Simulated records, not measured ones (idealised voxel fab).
You're looking at the process module voxel gate over fins.
This is section cut - it's 265 nm across, gridded in 5 nm square cells.
A cross-section is written here as square cells arranged in a grid, and it is given in bands from the top down, each band taking up one or more rows of cells.
What a band's entry tells you: where the top is and where the bottom is, as heights in nm, and after that what lies inside, material by material from left to right, each with its width in nm. Empty space is written as the word "air", and a single material marked with the word "edge to edge" occupies the band from edge to edge.
All heights in this document are referenced to 0, defined as the level beneath which the wafer, as received, consists entirely of one material. The lowest band is not bounded below; it extends indefinitely downward and is written in the form "0..down".
A two-number width, for instance "30->40", indicates that the width is equal to the first number in the top row of the band and to the second number in the bottom row, and that it changes by a constant amount per row of cells.
No cell of the cross-section changed in a step that is given as "no change occurred".
Entry "Closed cavities". Content: empty spaces with no open connection to the top, size 8 cells or greater. Each: width x height at distance. Distance: from left edge. Unit: nm.
Heads up: the bit after the settings on a step's line is the simulator's remark on that step.
Among the settings permitted on a step's line is "overlay nm"; applied to a step with a mask, it specifies the extent to which the mask lay to the right of its planned position, whereas a negative figure signifies a position to the left.

Planned process steps:
1) RECEIVE [material Si]
2) CONFORMAL_DEP [material SiN] [thk nm 10]
3) MASKED_ETCH [tone cover] [mask id FINS] [width nm 15] [pitch nm 35] [etch materials SiN] [depth nm 10] [overlay nm 0]
4) MASKED_ETCH [tone cover] [mask id FINS] [width nm 15] [pitch nm 35] [etch materials Si] [depth nm 40] [overlay nm 0]
5) FILL_DEP [material SiO2] [thk nm 5]
6) CMP [height nm 10]
7) SELECTIVE_ETCH [etch materials SiO2] [depth nm 25]
8) STRIP [etch materials SiN]
9) CONFORMAL_DEP [material HfO2] [thk nm 5]
10) CONFORMAL_DEP [material TiN] [thk nm 5]
11) FILL_DEP [material W] [thk nm 10]
12) CMP [height nm 15]
13) CONFORMAL_DEP [material SiCN] [thk nm 5]

Wafer at receipt (post step 1), cross-section:
> 0..down = Si edge to edge
> Closed cavities: none

Looking at the first of two wafers in cross-section at end of module - ran to plan:
> 20..15 = SiCN edge to edge
> 15..10 = W edge to edge
> 10..5 = 95 of W; 70 of TiN; 100 of W
> 5..0 = 95 of W; 5 of TiN; 25 of HfO2; 10 of TiN; 25 of HfO2; 5 of TiN; 100 of W
> 0..-5 = 95 of W; 5 of TiN; 5 of HfO2; 15 of Si; 5 of HfO2; 10 of TiN; 5 of HfO2; 15 of Si; 5 of HfO2; 5 of TiN; 100 of W
> -5..-10 = 100 of TiN; 5 of HfO2; 15 of Si; 5 of HfO2; 10 of TiN; 5 of HfO2; 15 of Si; 5 of HfO2; 105 of TiN
> -10..-15 = 105 of HfO2; 15 of Si; 20 of HfO2; 15 of Si; 110 of HfO2
> -15..-40 = 105 of SiO2; 15 of Si; 20 of SiO2; 15 of Si; 110 of SiO2
> -40..down = Si edge to edge
> Closed cavities: none

Cross-sectional image of the second wafer of the two following completion of the module. Starting state and process plan were the same as for the first wafer; one execution error occurred:
> 20..15 = SiCN edge to edge
> 15..5 = W edge to edge
> 5..0 = 100 of W; 25 of TiN; 10 of W; 25 of TiN; 105 of W
> 0..-10 = 100 of W; 5 of TiN; 15 of Si; 5 of TiN; 10 of W; 5 of TiN; 15 of Si; 5 of TiN; 105 of W
> -10..-15 = 105 of TiN; 15 of Si; 20 of TiN; 15 of Si; 110 of TiN
> -15..-40 = 105 of SiO2; 15 of Si; 20 of SiO2; 15 of Si; 110 of SiO2
> -40..down = Si edge to edge
> Closed cavities: none
Deviation from plan: skipped: plan step 9 (never run)
Final comparison by cell count, materials where the second wafer has more or fewer than the first: 65 fewer of HfO2; 65 more of W
